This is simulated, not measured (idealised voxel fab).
You're looking at the process module voxel transistor to metal.
Pictured: cross-section cut, 190 nm wide, on a grid of 5 nm square cells.
In what follows, cross-sections appear as grids of square cells, described through bands that run from the top down, where every band is one or more rows of cells. Top height, bottom height, nm. Materials left to right, width each, nm. Single material + "all across" = fills band edge to edge. "blank" = empty. Convention: height 0 is the level below which the wafer, as received, is all one material. The lowest band does not terminate at the bottom but continues downward, represented as "0 -> down". When a width is written as two numbers, as in "30->40", the first number is the width in the top row of cells of the band and the second is the width in its bottom row, and the width changes by the same amount from each row to the next. For the purposes of this document, the phrase "changes: none" attached to a step denotes that no cell within the cross-section was modified by that step. The list in "Voids lacking openings" covers empty spaces of 8 cells or more that cannot reach the top through any open way, and it gives each as width x height at distance; the distance is from the left edge, and width, height and distance are in nm. after a step's settings: what the simulator itself notes on the step. overlay nm: where the mask lay relative to plan, measured to the right, on steps with a mask; negatives go left.
### Set out below are the planned steps of the process
1) RECEIVE, material Si
2) CONFORMAL_DEP, material SiO2, thk nm 5
3) CONFORMAL_DEP, material SiN, thk nm 15
4) MASKED_ETCH, tone cover, mask id ACTIVE, width nm 115, etch materials SiN, depth nm 15, overlay nm 0
5) MASKED_ETCH, tone cover, mask id ACTIVE, width nm 115, etch materials SiO2, depth nm 5, overlay nm -15
6) MASKED_ETCH, tone cover, mask id ACTIVE, width nm 115, etch materials Si, depth nm 30, overlay nm 0
7) OXIDIZE, depth nm 5
8) FILL_DEP, material SiO2, thk nm 10
9) CMP, height nm 20
10) SELECTIVE_ETCH, etch materials SiO2, depth nm 15
11) STRIP, etch materials SiN
12) SELECTIVE_ETCH, etch materials SiO2, depth nm 5
13) OXIDIZE, depth nm 5
14) DIRECTIONAL_DEP, material polySi, thk nm 25
15) DIRECTIONAL_DEP, material SiCN, thk nm 10
16) PATTERN, tone cover, mask id GATE, material resist, width nm 25, thk nm 20, overlay nm 0
17) DIRECTIONAL_ETCH, etch materials SiCN, depth nm 20
18) DIRECTIONAL_ETCH, etch materials polySi, depth nm 35
19) STRIP, etch materials resist
20) CONFORMAL_DEP, material SiO2, thk nm 5
21) DIRECTIONAL_ETCH, etch materials SiO2, depth nm 5
22) CONFORMAL_DEP, material SiN, thk nm 5
23) DIRECTIONAL_ETCH, etch materials SiN, depth nm 5
24) DIRECTIONAL_ETCH, etch materials SiO2, depth nm 5
25) EPI, material pSi, thk nm 5
26) FILL_DEP, material SiO2, thk nm 10
27) CMP, height nm 35
28) DIRECTIONAL_DEP, material SiO2, thk nm 10
29) MASKED_ETCH, tone open, mask id CONTACT, width nm 15, pitch nm 80, etch materials SiO2, depth nm 45, overlay nm 0
30) CONFORMAL_DEP, material TiN, thk nm 5
31) FILL_DEP, material Ru, thk nm 5
32) CMP, height nm 45
33) DIRECTIONAL_DEP, material TiN, thk nm 5
34) DIRECTIONAL_DEP, material W, thk nm 25
35) MASKED_ETCH, tone cover, mask id METAL_1, width nm 15, pitch nm 80, etch materials W, depth nm 25, overlay nm 0
36) MASKED_ETCH, tone cover, mask id METAL_1, width nm 15, pitch nm 80, etch materials TiN, depth nm 5, overlay nm 0
37) CONFORMAL_DEP, material SiCN, thk nm 5
38) FILL_DEP, material SiO2, thk nm 5
39) CMP, height nm 75
40) CONFORMAL_DEP, material SiN, thk nm 5
Wafers differ in overlay nm at step 5; plan lists the first wafer's value; identical starting state.
### Step 1 complete: as-received cross-section of the first of several wafers
    0 -> down: Si all across
    Voids lacking openings: none
### End-of-module cross-section, first of several wafers, after last step 40
    80 -> 75: SiN all across
    75 -> 50: 40 of SiO2 | 5 of SiCN | 15 of W | 5 of SiCN | 55 of SiO2 | 5 of SiCN | 15 of W | 5 of SiCN | 45 of SiO2
    50 -> 45: 45 of SiCN | 15 of TiN | 65 of SiCN | 15 of TiN | 50 of SiCN
    45 -> 35: 45 of SiO2 | 5 of TiN | 5 of Ru | 5 of TiN | 65 of SiO2 | 5 of TiN | 5 of Ru | 5 of TiN | 50 of SiO2
    35 -> 25: 45 of SiO2 | 5 of TiN | 5 of Ru | 5 of TiN | 10 of SiO2 | 5 of SiN | 5 of SiO2 | 25 of SiCN | 5 of SiO2 | 5 of SiN | 10 of SiO2 | 5 of TiN | 5 of Ru | 5 of TiN | 50 of SiO2
    25 -> 5: 45 of SiO2 | 5 of TiN | 5 of Ru | 5 of TiN | 10 of SiO2 | 5 of SiN | 5 of SiO2 | 25 of polySi | 5 of SiO2 | 5 of SiN | 10 of SiO2 | 5 of TiN | 5 of Ru | 5 of TiN | 50 of SiO2
    5 -> 0: 45 of SiO2 | 15 of TiN | 10 of SiO2 | 5 of SiN | 5 of SiO2 | 25 of polySi | 5 of SiO2 | 5 of SiN | 10 of SiO2 | 15 of TiN | 50 of SiO2
    0 -> -5: 20 of SiO2 | 50 of pSi | 45 of SiO2 | 35 of pSi | 40 of SiO2
    -5 -> -35: 25 of SiO2 | 120 of Si | 45 of SiO2
    -35 -> down: Si all across
    Voids lacking openings: none
### Cross-section, module end, final of several wafers
    80 -> 75: SiN all across
    75 -> 50: 40 of SiO2 | 5 of SiCN | 15 of W | 5 of SiCN | 55 of SiO2 | 5 of SiCN | 15 of W | 5 of SiCN | 45 of SiO2
    50 -> 45: 45 of SiCN | 15 of TiN | 65 of SiCN | 15 of TiN | 50 of SiCN
    45 -> 35: 45 of SiO2 | 5 of TiN | 5 of Ru | 5 of TiN | 65 of SiO2 | 5 of TiN | 5 of Ru | 5 of TiN | 50 of SiO2
    35 -> 25: 45 of SiO2 | 5 of TiN | 5 of Ru | 5 of TiN | 10 of SiO2 | 5 of SiN | 5 of SiO2 | 25 of SiCN | 5 of SiO2 | 5 of SiN | 10 of SiO2 | 5 of TiN | 5 of Ru | 5 of TiN | 50 of SiO2
    25 -> 5: 45 of SiO2 | 5 of TiN | 5 of Ru | 5 of TiN | 10 of SiO2 | 5 of SiN | 5 of SiO2 | 25 of polySi | 5 of SiO2 | 5 of SiN | 10 of SiO2 | 5 of TiN | 5 of Ru | 5 of TiN | 50 of SiO2
    5 -> 0: 45 of SiO2 | 15 of TiN | 10 of SiO2 | 5 of SiN | 5 of SiO2 | 25 of polySi | 5 of SiO2 | 5 of SiN | 10 of SiO2 | 15 of TiN | 50 of SiO2
    0 -> -5: 35 of SiO2 | 35 of pSi | 45 of SiO2 | 50 of pSi | 25 of SiO2
    -5 -> -35: 40 of SiO2 | 120 of Si | 30 of SiO2
    -35 -> down: Si all across
    Voids lacking openings: none
### Row per wafer, end-of-module: cell gain (+)/loss (-) by material since the wafer came in, then closed voids
overlay nm -15; +16 Ru; -122 Si; +62 SiCN; +52 SiN; +484 SiO2; +44 TiN; +30 W; +17 pSi; +25 polySi; Voids lacking openings: none
overlay nm -10; +16 Ru; -128 Si; +62 SiCN; +52 SiN; +491 SiO2; +44 TiN; +30 W; +16 pSi; +25 polySi; Voids lacking openings: none
overlay nm -5; +16 Ru; -134 Si; +62 SiCN; +52 SiN; +498 SiO2; +44 TiN; +30 W; +15 pSi; +25 polySi; Voids lacking openings: none
overlay nm 0; +16 Ru; -140 Si; +62 SiCN; +52 SiN; +505 SiO2; +44 TiN; +30 W; +14 pSi; +25 polySi; Voids lacking openings: none
overlay nm 5; +16 Ru; -134 Si; +62 SiCN; +52 SiN; +498 SiO2; +44 TiN; +30 W; +15 pSi; +25 polySi; Voids lacking openings: none
overlay nm 10; +16 Ru; -128 Si; +62 SiCN; +52 SiN; +491 SiO2; +44 TiN; +30 W; +16 pSi; +25 polySi; Voids lacking openings: none
overlay nm 15; +16 Ru; -122 Si; +62 SiCN; +52 SiN; +484 SiO2; +44 TiN; +30 W; +17 pSi; +25 polySi; Voids lacking openings: none
